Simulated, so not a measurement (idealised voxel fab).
process module | voxel capacitor over wiring
It is cross-section cut that appears here, measuring 210 nm in width, its square cells being 5 nm in size.
If you're reading a cross-section in this doc, picture square cells in a grid; it comes to you as bands, top ones listed first down to the bottom, and a band can be one or more rows of cells. Band: top height; bottom height; in nm. Then, left to right: material with width in nm, for each material. "everywhere": a single material spanning edge to edge. "empty": empty space. The level at which height equals 0 is the one under which the wafer, as it arrives, is entirely one material. No lower edge exists for the bottom band, which continues downward and is notated as in "0 nm and below". Width spec "30..40" -> top row of cells at first value, bottom row at second value, equal per-row change in between. What does "no modifications" mean for a step? It means no cell of the cross-section changed in that step. "Sealed internal cavities" contains a list of empty spaces, each no smaller than 8 cells and without an open way to the top, written in the form width x height at distance with the distance from the left edge and all three in nm. It should be noted that, on the line of a given step, the content following the step's settings is a remark produced by the simulator itself with respect to that step. "overlay nm" denotes, for a step that has a mask, the displacement of the mask to the right of its planned place, with negative values corresponding to the left.
**Process steps foreseen in the plan**
step 1: RECEIVE with material Si
step 2: CONFORMAL_DEP with material SiO2, thk nm 10
step 3: CONFORMAL_DEP with material SiCN, thk nm 5
step 4: DIRECTIONAL_DEP with material lowk, thk nm 25
step 5: PATTERN with tone open, mask id METAL_1, material resist, width nm 25, pitch nm 90, thk nm 20, overlay nm 0
step 6: DIRECTIONAL_ETCH with etch materials lowk, depth nm 25
step 7: DIRECTIONAL_ETCH with etch materials SiCN, depth nm 5
step 8: STRIP with etch materials resist
step 9: CONFORMAL_DEP with material TiN, thk nm 5
step 10: FILL_DEP with material Ru, thk nm 10
step 11: CMP with height nm 40
step 12: CONFORMAL_DEP with material SiCN, thk nm 5
step 13: DIRECTIONAL_DEP with material SiO2, thk nm 20
step 14: PATTERN with tone open, mask id PLUG_1, material resist, width nm 15, thk nm 20, overlay nm 0
step 15: DIRECTIONAL_ETCH with etch materials SiO2, depth nm 20
step 16: DIRECTIONAL_ETCH with etch materials SiCN, depth nm 5
step 17: STRIP with etch materials resist
step 18: EPI with material Ru, thk nm 10
step 19: EPI with material Ru, thk nm 10
step 20: EPI with material Ru, thk nm 5
step 21: DIRECTIONAL_DEP with material TiN, thk nm 5
step 22: DIRECTIONAL_DEP with material Al2O3, thk nm 5
step 23: DIRECTIONAL_DEP with material TiN, thk nm 5
step 24: DIRECTIONAL_DEP with material aC, thk nm 15
step 25: PATTERN with tone cover, mask id UPPER_PLATE, material resist, width nm 70, thk nm 35, overlay nm 0
step 26: DIRECTIONAL_ETCH with etch materials aC, depth nm 15
step 27: STRIP with etch materials resist
step 28: DIRECTIONAL_ETCH with etch materials TiN, depth nm 5
step 29: DIRECTIONAL_ETCH with etch materials Al2O3, depth nm 5
step 30: STRIP with etch materials aC
step 31: DIRECTIONAL_DEP with material aC, thk nm 10
step 32: PATTERN with tone cover, mask id LOWER_PLATE, material resist, width nm 80, thk nm 25, overlay nm 0
step 33: DIRECTIONAL_ETCH with etch materials aC, depth nm 10
step 34: STRIP with etch materials resist
step 35: DIRECTIONAL_ETCH with etch materials TiN, depth nm 5
step 36: STRIP with etch materials aC
step 37: FILL_DEP with material SiO2, thk nm 20
step 38: CMP with height nm 95
step 39: PATTERN with tone open, mask id PLUG_2, material resist, width nm 15, thk nm 20, overlay nm 0
step 40: DIRECTIONAL_ETCH with etch materials SiO2, depth nm 15
step 41: STRIP with etch materials resist
step 42: CONFORMAL_DEP with material TiN, thk nm 5
step 43: FILL_DEP with material W, thk nm 10
step 44: CMP with height nm 95
step 45: CONFORMAL_DEP with material SiN, thk nm 5
**So, the first of our two wafers, run just as we planned it**
**Step 1 complete: cross-section of the wafer as received**
0 nm and below: Si everywhere
Sealed internal cavities: none
**Cross-section through the wafer, step 2 finished**
10 nm to 0 nm: SiO2 everywhere
Lower than 0, everything is as it was.
**Cross-section through the wafer, step 3 finished**
15 nm to 10 nm: SiCN everywhere
Lower than 10, everything is as it was.
**Cross-section through the wafer, step 4 finished**
40 nm to 15 nm: lowk everywhere
Lower than 15, everything is as it was.
**Cross-section through the wafer, step 5 finished**
60 nm to 40 nm: resist (45) / empty (25) / resist (65) / empty (25) / resist (50)
Lower than 40, everything is as it was.
**Cross-section through the wafer, step 6 finished**
60 nm to 40 nm: resist (45) / empty (25) / resist (65) / empty (25) / resist (50)
40 nm to 15 nm: lowk (45) / empty (25) / lowk (65) / empty (25) / lowk (50)
Lower than 15, everything is as it was.
**Cross-section through the wafer, step 7 finished**
60 nm to 40 nm: resist (45) / empty (25) / resist (65) / empty (25) / resist (50)
40 nm to 15 nm: lowk (45) / empty (25) / lowk (65) / empty (25) / lowk (50)
15 nm to 10 nm: SiCN (45) / empty (25) / SiCN (65) / empty (25) / SiCN (50)
Lower than 10, everything is as it was.
**Cross-section through the wafer, step 8 finished**
40 nm to 15 nm: lowk (45) / empty (25) / lowk (65) / empty (25) / lowk (50)
Lower than 15, everything is as it was.
**Cross-section through the wafer, step 9 finished**
45 nm to 40 nm: TiN (50) / empty (15) / TiN (75) / empty (15) / TiN (55)
40 nm to 15 nm: lowk (45) / TiN (5) / empty (15) / TiN (5) / lowk (65) / TiN (5) / empty (15) / TiN (5) / lowk (50)
15 nm to 10 nm: SiCN (45) / TiN (25) / SiCN (65) / TiN (25) / SiCN (50)
Lower than 10, everything is as it was.
**Cross-section through the wafer, step 10 finished**
55 nm to 45 nm: Ru everywhere
45 nm to 40 nm: TiN (50) / Ru (15) / TiN (75) / Ru (15) / TiN (55)
40 nm to 15 nm: lowk (45) / TiN (5) / Ru (15) / TiN (5) / lowk (65) / TiN (5) / Ru (15) / TiN (5) / lowk (50)
Lower than 15, everything is as it was.
**Cross-section through the wafer, step 11 finished**
40 nm to 15 nm: lowk (45) / TiN (5) / Ru (15) / TiN (5) / lowk (65) / TiN (5) / Ru (15) / TiN (5) / lowk (50)
Lower than 15, everything is as it was.
**Cross-section through the wafer, step 12 finished**
45 nm to 40 nm: SiCN everywhere
Lower than 40, everything is as it was.
**Cross-section through the wafer, step 13 finished**
65 nm to 45 nm: SiO2 everywhere
Lower than 45, everything is as it was.
**Cross-section through the wafer, step 14 finished**
85 nm to 65 nm: resist (55) / empty (15) / resist (140)
Lower than 65, everything is as it was.
**Cross-section through the wafer, step 15 finished**
85 nm to 65 nm: resist (55) / empty (15) / resist (140)
65 nm to 45 nm: SiO2 (55) / empty (15) / SiO2 (140)
Lower than 45, everything is as it was.
**Cross-section through the wafer, step 16 finished**
85 nm to 65 nm: resist (55) / empty (15) / resist (140)
65 nm to 45 nm: SiO2 (55) / empty (15) / SiO2 (140)
45 nm to 40 nm: SiCN (55) / empty (15) / SiCN (140)
Lower than 40, everything is as it was.
**Cross-section through the wafer, step 17 finished**
65 nm to 45 nm: SiO2 (55) / empty (15) / SiO2 (140)
Lower than 45, everything is as it was.
**Cross-section through the wafer, step 18 finished**
65 nm to 50 nm: SiO2 (55) / empty (15) / SiO2 (140)
50 nm to 45 nm: SiO2 (55) / Ru (15) / SiO2 (140)
45 nm to 40 nm: SiCN (55) / Ru (15) / SiCN (140)
Lower than 40, everything is as it was.
**Cross-section through the wafer, step 19 finished**
65 nm to 60 nm: SiO2 (55) / empty (15) / SiO2 (140)
60 nm to 45 nm: SiO2 (55) / Ru (15) / SiO2 (140)
Lower than 45, everything is as it was.
**Cross-section through the wafer, step 20 finished**
65 nm to 45 nm: SiO2 (55) / Ru (15) / SiO2 (140)
Lower than 45, everything is as it was.
**Cross-section through the wafer, step 21 finished**
70 nm to 65 nm: TiN everywhere
Lower than 65, everything is as it was.
**Cross-section through the wafer, step 22 finished**
75 nm to 70 nm: Al2O3 everywhere
Lower than 70, everything is as it was.
**Cross-section through the wafer, step 23 finished**
80 nm to 75 nm: TiN everywhere
Lower than 75, everything is as it was.
**Cross-section through the wafer, step 24 finished**
95 nm to 80 nm: aC everywhere
Lower than 80, everything is as it was.
**Cross-section through the wafer, step 25 finished**
130 nm to 95 nm: empty (55) / resist (70) / empty (85)
Lower than 95, everything is as it was.
**Cross-section through the wafer, step 26 finished**
115 nm to 95 nm: empty (55) / resist (70) / empty (85)
95 nm to 80 nm: empty (55) / aC (70) / empty (85)
Lower than 80, everything is as it was.
**Cross-section through the wafer, step 27 finished**
95 nm to 80 nm: empty (55) / aC (70) / empty (85)
Lower than 80, everything is as it was.
**Cross-section through the wafer, step 28 finished**
95 nm to 80 nm: empty (55) / aC (70) / empty (85)
80 nm to 75 nm: empty (55) / TiN (70) / empty (85)
Lower than 75, everything is as it was.
**Cross-section through the wafer, step 29 finished**
95 nm to 80 nm: empty (55) / aC (70) / empty (85)
80 nm to 75 nm: empty (55) / TiN (70) / empty (85)
75 nm to 70 nm: empty (55) / Al2O3 (70) / empty (85)
Lower than 70, everything is as it was.
**Cross-section through the wafer, step 30 finished**
80 nm to 75 nm: empty (55) / TiN (70) / empty (85)
Lower than 75, everything is as it was.
**Cross-section through the wafer, step 31 finished**
90 nm to 80 nm: empty (55) / aC (70) / empty (85)
80 nm to 75 nm: aC (55) / TiN (70) / aC (85)
75 nm to 70 nm: aC (55) / Al2O3 (70) / aC (85)
Lower than 70, everything is as it was.
**Cross-section through the wafer, step 32 finished**
115 nm to 90 nm: empty (50) / resist (80) / empty (80)
90 nm to 80 nm: empty (50) / resist (5) / aC (70) / resist (5) / empty (80)
Lower than 80, everything is as it was.
**Cross-section through the wafer, step 33 finished**
105 nm to 90 nm: empty (50) / resist (80) / empty (80)
90 nm to 80 nm: empty (50) / resist (5) / aC (70) / resist (5) / empty (80)
80 nm to 75 nm: empty (50) / aC (5) / TiN (70) / aC (5) / empty (80)
75 nm to 70 nm: empty (50) / aC (5) / Al2O3 (70) / aC (5) / empty (80)
Lower than 70, everything is as it was.
**Cross-section through the wafer, step 34 finished**
90 nm to 80 nm: empty (55) / aC (70) / empty (85)
Lower than 80, everything is as it was.
**Cross-section through the wafer, step 35 finished**
90 nm to 80 nm: empty (55) / aC (70) / empty (85)
80 nm to 75 nm: empty (50) / aC (5) / TiN (70) / aC (5) / empty (80)
75 nm to 70 nm: empty (50) / aC (5) / Al2O3 (70) / aC (5) / empty (80)
70 nm to 65 nm: empty (50) / TiN (80) / empty (80)
Lower than 65, everything is as it was.
**Cross-section through the wafer, step 36 finished**
80 nm to 75 nm: empty (55) / TiN (70) / empty (85)
75 nm to 70 nm: empty (55) / Al2O3 (70) / empty (85)
Lower than 70, everything is as it was.
**Cross-section through the wafer, step 37 finished**
100 nm to 80 nm: SiO2 everywhere
80 nm to 75 nm: SiO2 (55) / TiN (70) / SiO2 (85)
75 nm to 70 nm: SiO2 (55) / Al2O3 (70) / SiO2 (85)
70 nm to 65 nm: SiO2 (50) / TiN (80) / SiO2 (80)
Lower than 65, everything is as it was.
**Cross-section through the wafer, step 38 finished**
95 nm to 80 nm: SiO2 everywhere
Lower than 80, everything is as it was.
**Cross-section through the wafer, step 39 finished**
115 nm to 95 nm: resist (65) / empty (15) / resist (130)
Lower than 95, everything is as it was.
**Cross-section through the wafer, step 40 finished**
115 nm to 95 nm: resist (65) / empty (15) / resist (130)
95 nm to 80 nm: SiO2 (65) / empty (15) / SiO2 (130)
Lower than 80, everything is as it was.
**Cross-section through the wafer, step 41 finished**
95 nm to 80 nm: SiO2 (65) / empty (15) / SiO2 (130)
Lower than 80, everything is as it was.
**Cross-section through the wafer, step 42 finished**
100 nm to 95 nm: TiN (70) / empty (5) / TiN (135)
95 nm to 85 nm: SiO2 (65) / TiN (5) / empty (5) / TiN (5) / SiO2 (130)
85 nm to 75 nm: SiO2 (65..55) / TiN (15..70) / SiO2 (130..85)
Lower than 75, everything is as it was.
**Cross-section through the wafer, step 43 finished**
110 nm to 100 nm: W everywhere
100 nm to 95 nm: TiN (70) / W (5) / TiN (135)
95 nm to 85 nm: SiO2 (65) / TiN (5) / W (5) / TiN (5) / SiO2 (130)
Lower than 85, everything is as it was.
**Cross-section through the wafer, step 44 finished**
95 nm to 85 nm: SiO2 (65) / TiN (5) / W (5) / TiN (5) / SiO2 (130)
Lower than 85, everything is as it was.
**Cross-section through the wafer, step 45 finished**
100 nm to 95 nm: SiN everywhere
Lower than 95, everything is as it was.
**What follows concerns the second wafer, which started out like the first and was meant to follow the very same plan; one mistake crept in when it was run, but everything up to and including step 12 is the same as for the first wafer**
**Cross-section of the second wafer corresponding to the planned conclusion of step 13**
85 nm to 45 nm: SiO2 everywhere
Lower than 45, everything is as it was.
**Cross-section of the second wafer corresponding to the planned conclusion of step 14**
105 nm to 85 nm: resist (55) / empty (15) / resist (140)
Lower than 85, everything is as it was.
**Cross-section of the second wafer corresponding to the planned conclusion of step 15**
105 nm to 85 nm: resist (55) / empty (15) / resist (140)
85 nm to 65 nm: SiO2 (55) / empty (15) / SiO2 (140)
Lower than 65, everything is as it was.
Cross-section of the second wafer corresponding to the planned conclusion of step 16: no modifications
**Cross-section of the second wafer corresponding to the planned conclusion of step 17**
85 nm to 65 nm: SiO2 (55) / empty (15) / SiO2 (140)
Lower than 65, everything is as it was.
Cross-section of the second wafer corresponding to the planned conclusion of step 18: no modifications
Cross-section of the second wafer corresponding to the planned conclusion of step 19: no modifications
Cross-section of the second wafer corresponding to the planned conclusion of step 20: no modifications
**Cross-section of the second wafer corresponding to the planned conclusion of step 21**
90 nm to 85 nm: TiN (55) / empty (15) / TiN (140)
85 nm to 70 nm: SiO2 (55) / empty (15) / SiO2 (140)
70 nm to 65 nm: SiO2 (55) / TiN (15) / SiO2 (140)
Lower than 65, everything is as it was.
**Cross-section of the second wafer corresponding to the planned conclusion of step 22**
95 nm to 90 nm: Al2O3 (55) / empty (15) / Al2O3 (140)
90 nm to 85 nm: TiN (55) / empty (15) / TiN (140)
85 nm to 75 nm: SiO2 (55) / empty (15) / SiO2 (140)
75 nm to 70 nm: SiO2 (55) / Al2O3 (15) / SiO2 (140)
Lower than 70, everything is as it was.
**Cross-section of the second wafer corresponding to the planned conclusion of step 23**
100 nm to 95 nm: TiN (55) / empty (15) / TiN (140)
95 nm to 90 nm: Al2O3 (55) / empty (15) / Al2O3 (140)
90 nm to 85 nm: TiN (55) / empty (15) / TiN (140)
85 nm to 80 nm: SiO2 (55) / empty (15) / SiO2 (140)
80 nm to 75 nm: SiO2 (55) / TiN (15) / SiO2 (140)
Lower than 75, everything is as it was.
**Cross-section of the second wafer corresponding to the planned conclusion of step 24**
115 nm to 100 nm: aC (55) / empty (15) / aC (140)
100 nm to 95 nm: TiN (55) / empty (15) / TiN (140)
95 nm to 90 nm: Al2O3 (55) / aC (15) / Al2O3 (140)
90 nm to 85 nm: TiN (55) / aC (15) / TiN (140)
85 nm to 80 nm: SiO2 (55) / aC (15) / SiO2 (140)
Lower than 80, everything is as it was.
**Cross-section of the second wafer corresponding to the planned conclusion of step 25**
150 nm to 115 nm: empty (55) / resist (70) / empty (85)
115 nm to 100 nm: aC (55) / resist (15) / aC (140)
100 nm to 95 nm: TiN (55) / resist (15) / TiN (140)
Lower than 95, everything is as it was.
**Cross-section of the second wafer corresponding to the planned conclusion of step 26**
135 nm to 115 nm: empty (55) / resist (70) / empty (85)
115 nm to 100 nm: empty (55) / resist (15) / aC (55) / empty (85)
Lower than 100, everything is as it was.
**Cross-section of the second wafer corresponding to the planned conclusion of step 27**
115 nm to 100 nm: empty (70) / aC (55) / empty (85)
100 nm to 95 nm: TiN (55) / empty (15) / TiN (140)
Lower than 95, everything is as it was.
**Cross-section of the second wafer corresponding to the planned conclusion of step 28**
115 nm to 100 nm: empty (70) / aC (55) / empty (85)
100 nm to 95 nm: empty (70) / TiN (55) / empty (85)
Lower than 95, everything is as it was.
**Cross-section of the second wafer corresponding to the planned conclusion of step 29**
115 nm to 100 nm: empty (70) / aC (55) / empty (85)
100 nm to 95 nm: empty (70) / TiN (55) / empty (85)
95 nm to 90 nm: empty (55) / aC (15) / Al2O3 (55) / empty (85)
Lower than 90, everything is as it was.
**Cross-section of the second wafer corresponding to the planned conclusion of step 30**
100 nm to 95 nm: empty (70) / TiN (55) / empty (85)
95 nm to 90 nm: empty (70) / Al2O3 (55) / empty (85)
90 nm to 85 nm: TiN (55) / empty (15) / TiN (140)
85 nm to 80 nm: SiO2 (55) / empty (15) / SiO2 (140)
Lower than 80, everything is as it was.
**Cross-section of the second wafer corresponding to the planned conclusion of step 31**
110 nm to 100 nm: empty (70) / aC (55) / empty (85)
100 nm to 95 nm: aC (55) / empty (15) / TiN (55) / aC (85)
95 nm to 90 nm: aC (55) / empty (15) / Al2O3 (55) / aC (85)
90 nm to 85 nm: TiN (55) / aC (15) / TiN (140)
85 nm to 80 nm: SiO2 (55) / aC (15) / SiO2 (140)
Lower than 80, everything is as it was.
**Cross-section of the second wafer corresponding to the planned conclusion of step 32**
135 nm to 110 nm: empty (50) / resist (80) / empty (80)
110 nm to 100 nm: empty (50) / resist (20) / aC (55) / resist (5) / empty (80)
100 nm to 95 nm: aC (55) / resist (15) / TiN (55) / aC (85)
95 nm to 90 nm: aC (55) / resist (15) / Al2O3 (55) / aC (85)
Lower than 90, everything is as it was.
**Cross-section of the second wafer corresponding to the planned conclusion of step 33**
125 nm to 110 nm: empty (50) / resist (80) / empty (80)
110 nm to 100 nm: empty (50) / resist (20) / aC (55) / resist (5) / empty (80)
100 nm to 95 nm: empty (50) / aC (5) / resist (15) / TiN (55) / aC (5) / empty (80)
95 nm to 90 nm: empty (50) / aC (5) / resist (15) / Al2O3 (55) / aC (5) / empty (80)
Lower than 90, everything is as it was.
**Cross-section of the second wafer corresponding to the planned conclusion of step 34**
110 nm to 100 nm: empty (70) / aC (55) / empty (85)
100 nm to 95 nm: empty (50) / aC (5) / empty (15) / TiN (55) / aC (5) / empty (80)
95 nm to 90 nm: empty (50) / aC (5) / empty (15) / Al2O3 (55) / aC (5) / empty (80)
Lower than 90, everything is as it was.
**Cross-section of the second wafer corresponding to the planned conclusion of step 35**
110 nm to 100 nm: empty (70) / aC (55) / empty (85)
100 nm to 95 nm: empty (50) / aC (5) / empty (15) / TiN (55) / aC (5) / empty (80)
95 nm to 90 nm: empty (50) / aC (5) / empty (15) / Al2O3 (55) / aC (5) / empty (80)
90 nm to 85 nm: empty (50) / TiN (5) / aC (15) / TiN (60) / empty (80)
Lower than 85, everything is as it was.
**Cross-section of the second wafer corresponding to the planned conclusion of step 36**
100 nm to 95 nm: empty (70) / TiN (55) / empty (85)
95 nm to 90 nm: empty (70) / Al2O3 (55) / empty (85)
90 nm to 85 nm: empty (50) / TiN (5) / empty (15) / TiN (60) / empty (80)
85 nm to 80 nm: SiO2 (55) / empty (15) / SiO2 (140)
Lower than 80, everything is as it was.
**Cross-section of the second wafer corresponding to the planned conclusion of step 37**
120 nm to 100 nm: SiO2 everywhere
100 nm to 95 nm: SiO2 (70) / TiN (55) / SiO2 (85)
95 nm to 90 nm: SiO2 (70) / Al2O3 (55) / SiO2 (85)
90 nm to 85 nm: SiO2 (50) / TiN (5) / SiO2 (15) / TiN (60) / SiO2 (80)
85 nm to 80 nm: SiO2 everywhere
Lower than 80, everything is as it was.
**Cross-section of the second wafer corresponding to the planned conclusion of step 38**
95 nm to 90 nm: SiO2 (70) / Al2O3 (55) / SiO2 (85)
Lower than 90, everything is as it was.
**Cross-section of the second wafer corresponding to the planned conclusion of step 39**
115 nm to 95 nm: resist (65) / empty (15) / resist (130)
Lower than 95, everything is as it was.
**Cross-section of the second wafer corresponding to the planned conclusion of step 40**
115 nm to 95 nm: resist (65) / empty (15) / resist (130)
95 nm to 90 nm: SiO2 (65) / empty (5) / Al2O3 (55) / SiO2 (85)
90 nm to 85 nm: SiO2 (50) / TiN (5) / SiO2 (10) / empty (5) / TiN (60) / SiO2 (80)
85 nm to 80 nm: SiO2 (65) / empty (5) / SiO2 (140)
Lower than 80, everything is as it was.
**Cross-section of the second wafer corresponding to the planned conclusion of step 41**
95 nm to 90 nm: SiO2 (65) / empty (5) / Al2O3 (55) / SiO2 (85)
Lower than 90, everything is as it was.
**Cross-section of the second wafer corresponding to the planned conclusion of step 42**
100 nm to 95 nm: TiN everywhere
95 nm to 90 nm: SiO2 (65) / TiN (5) / Al2O3 (55) / SiO2 (85)
90 nm to 85 nm: SiO2 (50) / TiN (5) / SiO2 (10) / TiN (65) / SiO2 (80)
85 nm to 75 nm: SiO2 (65..55) / TiN (5..15) / SiO2 (140)
Lower than 75, everything is as it was.
**Cross-section of the second wafer corresponding to the planned conclusion of step 43**
110 nm to 100 nm: W everywhere
Lower than 100, everything is as it was.
**Cross-section of the second wafer corresponding to the planned conclusion of step 44**
95 nm to 90 nm: SiO2 (65) / TiN (5) / Al2O3 (55) / SiO2 (85)
Lower than 90, everything is as it was.
**Cross-section of the second wafer corresponding to the planned conclusion of step 45**
100 nm to 95 nm: SiN everywhere
Lower than 95, everything is as it was.
Short version of what went wrong: plan step 13 was conducted twice
Final wafer comparison in cells, second versus first, more or fewer per material: -15 Ru, +3 SiCN, +29 SiO2, -15 TiN, -2 W
